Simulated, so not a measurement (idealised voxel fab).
The document below concerns the process module designated voxel transistor to metal.
Each square cell in cross-section cut measures 5 nm, and the section as a whole is 265 nm wide.
Throughout this document, each cross-section is represented as a grid of square cells and is presented as a sequence of bands enumerated from the top downward, where a band comprises one or more rows of cells.
In this notation a band is specified by the heights of its top and bottom, in that order and in nm, after which its materials appear from left to right, each paired with its width in nm. The word "all across" attached to a single material means that material fills the band from edge to edge; the word "empty" stands for empty space.
Heights from 0 (as-received wafer is one material below). Bottom band endless downward, as "0 -> down".
When a width is written as two numbers, as in "30 to 40", the first number is the width in the top row of cells of the band and the second is the width in its bottom row, and the width changes by the same amount from each row to the next.
"left unchanged" -> step changed no cross-section cell.
The list in "Trapped cavities" covers empty spaces of 8 cells or more that cannot reach the top through any open way, and it gives each as width x height at distance; the distance is from the left edge, and width, height and distance are in nm.
The remark found on a step's line after its settings is issued by the simulator itself and pertains to that step.
overlay nm: for a step with a mask, the amount by which the mask lay right of where it was planned; a negative amount means left of it.
List of planned process steps
1. RECEIVE, material Si
2. CONFORMAL_DEP, material SiO2, thk nm 5
3. CONFORMAL_DEP, material SiN, thk nm 10
4. DIRECTIONAL_DEP, material aC, thk nm 10
5. PATTERN, tone cover, mask id ACTIVE, material resist, width nm 105, pitch nm 125, thk nm 30, overlay nm 0
6. DIRECTIONAL_ETCH, etch materials aC, depth nm 10
7. STRIP, etch materials resist
8. DIRECTIONAL_ETCH, etch materials SiN, depth nm 10
9. DIRECTIONAL_ETCH, etch materials SiO2, depth nm 5
10. DIRECTIONAL_ETCH, etch materials Si, depth nm 35
11. STRIP, etch materials aC
12. FILL_DEP, material SiO2, thk nm 10
13. CMP, height nm 15
14. SELECTIVE_ETCH, etch materials SiO2, depth nm 5
15. STRIP, etch materials SiN
16. SELECTIVE_ETCH, etch materials SiO2, depth nm 5
17. OXIDIZE, depth nm 5
18. DIRECTIONAL_DEP, material polySi, thk nm 25
19. DIRECTIONAL_DEP, material SiCN, thk nm 15
20. MASKED_ETCH, tone cover, mask id GATE, width nm 25, pitch nm 125, etch materials SiCN, depth nm 25, overlay nm 0
21. MASKED_ETCH, tone cover, mask id GATE, width nm 25, pitch nm 125, etch materials polySi, depth nm 35, overlay nm 0
22. CONFORMAL_DEP, material SiN, thk nm 5
23. DIRECTIONAL_ETCH, etch materials SiN, depth nm 5
24. DIRECTIONAL_ETCH, etch materials SiO2, depth nm 5
25. EPI, material nSi, thk nm 5
26. FILL_DEP, material SiO2, thk nm 10
27. CMP, height nm 25
28. STRIP, etch materials polySi
29. SELECTIVE_ETCH, etch materials SiO2, depth nm 5
30. CONFORMAL_DEP, material HfO2, thk nm 5
31. CONFORMAL_DEP, material TiN, thk nm 5
32. FILL_DEP, material W, thk nm 10
33. CMP, height nm 20
34. DIRECTIONAL_DEP, material SiO2, thk nm 10
35. PATTERN, tone open, mask id CONTACT, material resist, width nm 15, thk nm 20, overlay nm 0
36. DIRECTIONAL_ETCH, etch materials SiO2, depth nm 30
37. STRIP, etch materials resist
38. CONFORMAL_DEP, material TiN, thk nm 5
39. FILL_DEP, material Ru, thk nm 10
40. CMP, height nm 30
41. CONFORMAL_DEP, material SiN, thk nm 5
42. DIRECTIONAL_DEP, material lowk, thk nm 15
43. PATTERN, tone open, mask id METAL_1, material resist, width nm 15, thk nm 15, overlay nm 0
44. DIRECTIONAL_ETCH, etch materials lowk, depth nm 15
45. DIRECTIONAL_ETCH, etch materials SiN, depth nm 5
46. STRIP, etch materials resist
47. CONFORMAL_DEP, material TiN, thk nm 5
48. FILL_DEP, material Cu, thk nm 5
49. CMP, height nm 50
50. EPI, material Ru, thk nm 5
51. FILL_DEP, material SiCN, thk nm 5
Wafer cross-section on receipt, i.e. after step 1
- 0 -> down  Si all across
- Trapped cavities: none
Module complete, cross-section. Starting point and plan per above. One mistake made in running the module
- 60 -> 55  SiCN all across
- 55 -> 50  SiCN (20); Ru (25); SiCN (45); Ru (25); SiCN (30); Ru (25); SiCN (45); Ru (25); SiCN (25)
- 50 -> 35  lowk (25); TiN (5); Cu (5); TiN (5); lowk (55); TiN (5); Cu (5); TiN (5); lowk (40); TiN (5); Cu (5); TiN (5); lowk (55); TiN (5); Cu (5); TiN (5); lowk (30)
- 35 -> 30  SiN (25); TiN (15); SiN (55); TiN (15); SiN (40); TiN (15); SiN (55); TiN (15); SiN (30)
- 30 -> 20  SiO2 (25); TiN (5); Ru (5); TiN (5); SiO2 (55); TiN (5); Ru (5); TiN (5); SiO2 (40); TiN (5); Ru (5); TiN (5); SiO2 (55); TiN (5); Ru (5); TiN (5); SiO2 (30)
- 20 -> 5  SiO2 (25); TiN (5); Ru (5); TiN (5); SiO2 (10); SiN (5); HfO2 (5); TiN (5); W (5); TiN (5); HfO2 (5); SiN (5); SiO2 (10); TiN (5); Ru (5); TiN (5); SiO2 (40); TiN (5); Ru (5); TiN (5); SiO2 (10); SiN (5); HfO2 (5); TiN (5); W (5); TiN (5); HfO2 (5); SiN (5); SiO2 (10); TiN (5); Ru (5); TiN (5); SiO2 (30)
- 5 -> 0  SiO2 (10); SiN (5); SiO2 (10); TiN (15); SiO2 (10); SiN (5); HfO2 (5); TiN (15); HfO2 (5); SiN (5); SiO2 (10); TiN (15); SiO2 (10); SiN (5); SiO2 (10); SiN (5); SiO2 (10); TiN (15); SiO2 (10); SiN (5); HfO2 (5); TiN (15); HfO2 (5); SiN (5); SiO2 (10); TiN (15); SiO2 (10); SiN (5); SiO2 (15)
- 0 -> -5  SiO2 (15); nSi (35); HfO2 (35); nSi (35); SiO2 (20); nSi (35); HfO2 (35); nSi (35); SiO2 (20)
- -5 -> -25  SiO2 (15); Si (105); SiO2 (20); Si (105); SiO2 (20)
- -25 -> down  Si all across
- Trapped cavities: none
Want to know what went wrong? step 10 was run on a setting that differed from the plan, and what really ran there is DIRECTIONAL_ETCH, etch materials Si, depth nm 25
